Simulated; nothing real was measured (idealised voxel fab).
This is a process module. Its name is voxel lift off.
FYI the section here is cut, 255 nm wide, cells are 5 nm squares.
We lay out every cross-section as a grid of square cells and spell it out in bands from the top down, where one band means one or more rows of cells. A band entry consists of two parts. The first gives the height of the band's top and the height of its bottom, in nm. The rest lists the band's materials from left to right, each with its width in nm. A single material labelled with the word "full width" fills the band from edge to edge, and the word "empty" marks empty space. Heights are expressed relative to 0, this being the level below which the as-received wafer comprises one material exclusively. The lowest band is unbounded in the downward direction and is denoted as in "0..down". The expression "30->40" gives the width at the extremes of the band, the first number at its top row of cells and the second at its bottom row, with the width changing by equal amounts from each row to the next in between. Take "no modifications" at face value: in the step it is given for, the cross-section changed in none of its cells. "Fully enclosed voids" means: voids of 8 cells or more that are shut off from the top with no open way through. Written width x height at distance, distance from the left edge, in nm. Read whatever lies past the settings on a step's line as the simulator's own remark about the step. The "overlay nm" setting may appear on a step's line; for a step that uses a mask, it gives how far to the right of its planned position the mask lay, and a negative value indicates the left.

[These are the steps we planned for the process]
step 1: RECEIVE [material Si]
step 2: CONFORMAL_DEP [material SiO2] [thk nm 15]
step 3: PATTERN [tone open] [mask id LINES] [material resist] [width nm 20] [pitch nm 50] [thk nm 20] [overlay nm -15]
step 4: DIRECTIONAL_DEP [material Ru] [thk nm 10]
step 5: STRIP [etch materials resist]
step 6: CONFORMAL_DEP [material SiO2] [thk nm 5]
The wafers are alike at the start. At step 3, their overlay nm differs. The plan lists the first wafer's value.

[Incoming state of the first of several wafers in cross-section: after step 1]
* 0..down  Si full width
* Fully enclosed voids: none

[Here is how to read the rows: every wafer has a row, and it shows the wafer at the end of the module, giving for each material how many cells were gained (+) or lost (-) since the wafer was received, then listing its closed voids]
overlay nm -15; +32 Ru; +220 SiO2; Fully enclosed voids: none
overlay nm -10; +32 Ru; +220 SiO2; Fully enclosed voids: none
overlay nm -5; +32 Ru; +220 SiO2; Fully enclosed voids: none
overlay nm 0; +32 Ru; +220 SiO2; Fully enclosed voids: none
overlay nm 5; +32 Ru; +220 SiO2; Fully enclosed voids: none
overlay nm 10; +32 Ru; +220 SiO2; Fully enclosed voids: none
overlay nm 15; +32 Ru; +220 SiO2; Fully enclosed voids: none
